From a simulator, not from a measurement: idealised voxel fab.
Herein follows the process module entitled voxel capacitor over wiring.
Each square cell in cross-section cut measures 5 nm, and the section as a whole is 300 nm wide.
Square cells in a grid make up a cross-section in this document, and the grid is given as bands, listed from the top down, each one or more rows of cells. The entry gives the band's vertical extent as a top height and a bottom height in nm, then its horizontal make-up as materials from left to right, each with a width in nm. "air" stands for empty space; a single material marked "throughout" fills the band edge to edge. Height 0 is the level under which the wafer as received is all one material. The lowest band goes on downwards, as in "from 0 down". The expression "30..40" gives the width at the extremes of the band, the first number at its top row of cells and the second at its bottom row, with the width changing by equal amounts from each row to the next in between. A step reported as "same as before" is a step in which no cell of the cross-section changed. What "Closed void entries" gives you is every empty space of 8 cells or more that is cut off from the top. Each appears as width x height at distance, with the distance taken from the left edge and width, height and distance all in nm. Where a step's line continues beyond its settings, the continuation is a remark by the simulator itself on that step. overlay nm: where the mask lay relative to plan, measured to the right, on steps with a mask; negatives go left.

Here's what the planned process steps look like
step 1: RECEIVE, material Si
step 2: CONFORMAL_DEP, material SiO2, thk nm 15
step 3: CONFORMAL_DEP, material SiN, thk nm 5
step 4: DIRECTIONAL_DEP, material lowk, thk nm 20
step 5: PATTERN, tone open, mask id METAL_1, material resist, width nm 20, pitch nm 90, thk nm 20, overlay nm 0
step 6: DIRECTIONAL_ETCH, etch materials lowk, depth nm 20
step 7: DIRECTIONAL_ETCH, etch materials SiN, depth nm 5
step 8: STRIP, etch materials resist
step 9: CONFORMAL_DEP, material TiN, thk nm 5
step 10: FILL_DEP, material Cu, thk nm 5
step 11: CMP, height nm 40
step 12: CONFORMAL_DEP, material SiCN, thk nm 5
step 13: DIRECTIONAL_DEP, material lowk, thk nm 20
step 14: PATTERN, tone open, mask id PLUG_1, material resist, width nm 15, thk nm 20, overlay nm 0
step 15: DIRECTIONAL_ETCH, etch materials lowk, depth nm 20
step 16: DIRECTIONAL_ETCH, etch materials SiCN, depth nm 5
step 17: STRIP, etch materials resist
step 18: CONFORMAL_DEP, material TiN, thk nm 5
step 19: FILL_DEP, material Ru, thk nm 10
step 20: CMP, height nm 65
step 21: DIRECTIONAL_DEP, material TiN, thk nm 5
step 22: DIRECTIONAL_DEP, material HfO2, thk nm 5
step 23: DIRECTIONAL_DEP, material TiN, thk nm 5
step 24: DIRECTIONAL_DEP, material aC, thk nm 15
step 25: PATTERN, tone cover, mask id UPPER_PLATE, material resist, width nm 75, thk nm 35, overlay nm 0
step 26: DIRECTIONAL_ETCH, etch materials aC, depth nm 15
step 27: STRIP, etch materials resist
step 28: DIRECTIONAL_ETCH, etch materials TiN, depth nm 5
step 29: DIRECTIONAL_ETCH, etch materials HfO2, depth nm 5
step 30: STRIP, etch materials aC
step 31: MASKED_ETCH, tone cover, mask id LOWER_PLATE, width nm 85, etch materials TiN, depth nm 5, overlay nm 0
step 32: FILL_DEP, material SiO2, thk nm 15
step 33: CMP, height nm 90
step 34: MASKED_ETCH, tone open, mask id PLUG_2, width nm 15, etch materials SiO2, depth nm 10, overlay nm 0
step 35: CONFORMAL_DEP, material TiN, thk nm 5
step 36: FILL_DEP, material Cu, thk nm 10
step 37: CMP, height nm 90
step 38: CONFORMAL_DEP, material SiCN, thk nm 5

As received (post step 1): cross-section
    from 0 down: Si throughout
    Closed void entries: none

The first of the two wafers as seen in cross-section once the module was finished; processing followed the plan
    from 95 to 90: SiCN throughout
    from 90 to 85: SiO2 110; TiN 5; Cu 5; TiN 5; SiO2 175
    from 85 to 75: SiO2 110..100; TiN 15..75; SiO2 175..125
    from 75 to 70: SiO2 100; HfO2 75; SiO2 125
    from 70 to 65: SiO2 95; TiN 85; SiO2 120
    from 65 to 45: lowk 100; TiN 5; Ru 5; TiN 5; lowk 185
    from 45 to 40: SiCN 100; TiN 15; SiCN 185
    from 40 to 20: lowk 95; TiN 5; Cu 10; TiN 5; lowk 70; TiN 5; Cu 10; TiN 5; lowk 95
    from 20 to 15: SiN 95; TiN 20; SiN 70; TiN 20; SiN 95
    from 15 to 0: SiO2 throughout
    from 0 down: Si throughout
    Closed void entries: none

Cross-section of the latter of the two wafers at module completion. It had an identical start and an identical plan to the former; in running it, one mistake was made
    from 95 to 90: SiCN throughout
    from 90 to 80: SiO2 100..95; TiN 75..85; SiO2 125..120
    from 80 to 75: TiN throughout
    from 75 to 70: HfO2 throughout
    from 70 to 65: TiN throughout
    from 65 to 45: lowk 100; TiN 5; Ru 5; TiN 5; lowk 185
    from 45 to 40: SiCN 100; TiN 15; SiCN 185
    from 40 to 20: lowk 95; TiN 5; Cu 10; TiN 5; lowk 70; TiN 5; Cu 10; TiN 5; lowk 95
    from 20 to 15: SiN 95; TiN 20; SiN 70; TiN 20; SiN 95
    from 15 to 0: SiO2 throughout
    from 0 down: Si throughout
    Closed void entries: none
Short version of what went wrong: step 23 did not happen as planned, as run it was DIRECTIONAL_DEP, material TiN, thk nm 15
at the end the second wafer has, in cells: 1 fewer of Cu | 45 more of HfO2 | 159 fewer of SiO2 | 115 more of TiN
